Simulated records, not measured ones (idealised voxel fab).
process module | voxel air gaps
cross-section cut | 215 nm wide | cells 5 nm
A cross-section is a grid of square cells, given in bands from the top down. A band is one or more rows of cells.
Each band's line starts with the height of the band's top and of its bottom, in nm. Then come its materials from left to right, each with its width in nm. One material with "throughout" fills the band from edge to edge. "air" is empty space.
Height 0 is the level under which the wafer as received is all one material. The lowest band goes on downwards, as in "0 down".
A width such as "30 to 40" changes by the same amount from each row of cells to the next, from the band's top row to its bottom row.
"no change" after a step means that no cell of the cross-section changed.
closed voids: empty space of 8 cells or more with no open way to the top, each as width x height at its distance from the left edge, in nm
after a step's settings: what the simulator itself notes on the step
overlay nm, on a step with a mask: how far to the right of its planned place the mask lay; to the left if negative
plan
1 op RECEIVE | material Si
2 op CONFORMAL_DEP | material SiO2 | thk nm 10
3 op CONFORMAL_DEP | material SiN | thk nm 5
4 op DIRECTIONAL_DEP | material SiO2 | thk nm 35
5 op DIRECTIONAL_DEP | material aC | thk nm 10
6 op PATTERN | tone open | mask id LINES | material resist | width nm 25 | pitch nm 55 | thk nm 25 | overlay nm 0
7 op DIRECTIONAL_ETCH | etch materials aC | depth nm 10
8 op STRIP | etch materials resist
9 op DIRECTIONAL_ETCH | etch materials SiO2 | depth nm 35
10 op STRIP | etch materials aC
11 op CONFORMAL_DEP | material TiN | thk nm 5
12 op FILL_DEP | material Cu | thk nm 5
13 op CMP | height nm 50
14 op EPI | material Ru | thk nm 10
15 op SELECTIVE_ETCH | etch materials SiO2 | depth nm 45
16 op CONFORMAL_DEP | material SiCN | thk nm 5
as received, after step 1
  0 down: Si throughout
  closed voids: none
a wafer at the end: this start, this plan, one mistake
  65 to 60: air 35 | SiCN 165 | air 15
  60 to 50: air 35 | SiCN 5 | Ru 45 | SiCN 10 | Ru 45 | SiCN 10 | Ru 45 | SiCN 5 | air 15
  50 to 45: air 35 | SiCN 15 | TiN 5 | Cu 15 | TiN 5 | SiCN 30 | TiN 5 | Cu 15 | TiN 5 | SiCN 30 | TiN 5 | Cu 15 | TiN 5 | SiCN 15 | air 15
  45 to 20: air 45 | SiCN 5 | TiN 5 | Cu 15 | TiN 5 | SiCN 5 | air 20 | SiCN 5 | TiN 5 | Cu 15 | TiN 5 | SiCN 5 | air 20 | SiCN 5 | TiN 5 | Cu 15 | TiN 5 | SiCN 5 | air 25
  20 to 15: SiCN 50 | TiN 25 | SiCN 30 | TiN 25 | SiCN 30 | TiN 25 | SiCN 30
  15 to 10: SiN throughout
  10 to 0: SiO2 throughout
  0 down: Si throughout
  closed voids: 20 x 25 at 80; 20 x 25 at 135
what went wrong: step 6 ran as: op PATTERN | tone open | mask id LINES | material resist | width nm 25 | pitch nm 55 | thk nm 25 | overlay nm 10
